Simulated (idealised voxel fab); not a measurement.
process module | voxel spacer lines
cross-section cut | 190 nm wide | cells 5 nm
A cross-section is a grid of square cells, given in bands from the top down. A band is one or more rows of cells.
Each band's line starts with the height of the band's top and of its bottom, in nm. Then come its materials from left to right, each with its width in nm. One material with "throughout" fills the band from edge to edge. "air" is empty space.
Height 0 is the level under which the wafer as received is all one material. The lowest band goes on downwards, as in "0 down".
A width such as "30 to 40" changes by the same amount from each row of cells to the next, from the band's top row to its bottom row.
"no change" after a step means that no cell of the cross-section changed.
closed voids: empty space of 8 cells or more with no open way to the top, each as width x height at its distance from the left edge, in nm
after a step's settings: what the simulator itself notes on the step
overlay nm, on a step with a mask: how far to the right of its planned place the mask lay; to the left if negative
plan
1 op RECEIVE | material Si
2 op CONFORMAL_DEP | material Al2O3 | thk nm 5
3 op DIRECTIONAL_DEP | material TiN | thk nm 15
4 op DIRECTIONAL_DEP | material aC | thk nm 20
5 op PATTERN | tone cover | mask id MANDREL | material resist | width nm 15 | pitch nm 50 | thk nm 30 | overlay nm 0
6 op DIRECTIONAL_ETCH | etch materials aC | depth nm 20
7 op STRIP | etch materials resist
8 op CONFORMAL_DEP | material SiN | thk nm 10
9 op DIRECTIONAL_ETCH | etch materials SiN | depth nm 10
10 op STRIP | etch materials aC
11 op DIRECTIONAL_ETCH | etch materials TiN | depth nm 15
12 op STRIP | etch materials SiN
varied across the wafers: thk nm of step 2. The plan shows the first wafer's value. All wafers start alike
first wafer as received, after step 1
  0 down: Si throughout
  closed voids: none
each wafer at the end: cells of each material gained (+) or lost (-) since it was received, then its closed voids
thk nm 5 | +38 Al2O3 | +24 TiN | closed voids: none
thk nm 10 | +76 Al2O3 | +24 TiN | closed voids: none
thk nm 15 | +114 Al2O3 | +24 TiN | closed voids: none
thk nm 20 | +152 Al2O3 | +24 TiN | closed voids: none
